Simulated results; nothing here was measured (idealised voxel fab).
process module | voxel gate over fins
cross-section cut | 145 nm wide | cells 5 nm
A cross-section is a grid of square cells, given in bands from the top down. A band is one or more rows of cells.
Each band's line starts with the height of the band's top and of its bottom, in nm. Then come its materials from left to right, each with its width in nm. One material with "throughout" fills the band from edge to edge. "air" is empty space.
Height 0 is the level under which the wafer as received is all one material. The lowest band goes on downwards, as in "0 down".
A width such as "30 to 40" changes by the same amount from each row of cells to the next, from the band's top row to its bottom row.
"no change" after a step means that no cell of the cross-section changed.
closed voids: empty space of 8 cells or more with no open way to the top, each as width x height at its distance from the left edge, in nm
after a step's settings: what the simulator itself notes on the step
overlay nm, on a step with a mask: how far to the right of its planned place the mask lay; to the left if negative
plan
1 op RECEIVE | material Si
2 op CONFORMAL_DEP | material SiN | thk nm 5
3 op MASKED_ETCH | tone cover | mask id FINS | width nm 15 | pitch nm 35 | etch materials SiN | depth nm 5 | overlay nm 0
4 op MASKED_ETCH | tone cover | mask id FINS | width nm 15 | pitch nm 35 | etch materials Si | depth nm 30 | overlay nm 0
5 op FILL_DEP | material SiO2 | thk nm 10
6 op CMP | height nm 5
7 op SELECTIVE_ETCH | etch materials SiO2 | depth nm 20
8 op STRIP | etch materials SiN
9 op CONFORMAL_DEP | material HfO2 | thk nm 5
10 op CONFORMAL_DEP | material TiN | thk nm 5
11 op CONFORMAL_DEP | material TiAl | thk nm 5
12 op CONFORMAL_DEP | material TiN | thk nm 5
13 op FILL_DEP | material W | thk nm 10
14 op CMP | height nm 25
15 op CONFORMAL_DEP | material SiN | thk nm 5
as received, after step 1
  0 down: Si throughout
  closed voids: none
first wafer at the end, as planned
  30 to 25: SiN throughout
  25 to 20: W throughout
  20 to 15: W 25 | TiN 90 | W 30
  15 to 10: W 25 | TiN 5 | TiAl 80 | TiN 5 | W 30
  10 to 5: W 25 | TiN 5 | TiAl 5 | TiN 70 | TiAl 5 | TiN 5 | W 30
  5 to 0: TiN 30 | TiAl 5 | TiN 5 | HfO2 25 | TiN 10 | HfO2 25 | TiN 5 | TiAl 5 | TiN 35
  0 to -5: TiAl 35 | TiN 5 | HfO2 5 | Si 15 | HfO2 5 | TiN 10 | HfO2 5 | Si 15 | HfO2 5 | TiN 5 | TiAl 40
  -5 to -10: TiN 40 | HfO2 5 | Si 15 | HfO2 5 | TiN 10 | HfO2 5 | Si 15 | HfO2 5 | TiN 45
  -10 to -15: HfO2 45 | Si 15 | HfO2 20 | Si 15 | HfO2 50
  -15 to -30: SiO2 45 | Si 15 | SiO2 20 | Si 15 | SiO2 50
  -30 down: Si throughout
  closed voids: none
second wafer at the end: like start, like plan, one mistake
  30 to 25: SiN throughout
  25 to 15: W throughout
  15 to 5: W 30 | TiN 80 | W 35
  5 to 0: W 30 | TiN 10 | HfO2 25 | TiN 10 | HfO2 25 | TiN 10 | W 35
  0 to -10: TiN 40 | HfO2 5 | Si 15 | HfO2 5 | TiN 10 | HfO2 5 | Si 15 | HfO2 5 | TiN 45
  -10 to -15: HfO2 45 | Si 15 | HfO2 20 | Si 15 | HfO2 50
  -15 to -30: SiO2 45 | Si 15 | SiO2 20 | Si 15 | SiO2 50
  -30 down: Si throughout
  closed voids: none
what went wrong: step 11 was left out
at the end the second wafer has, in cells: 35 fewer of TiAl | 35 more of W
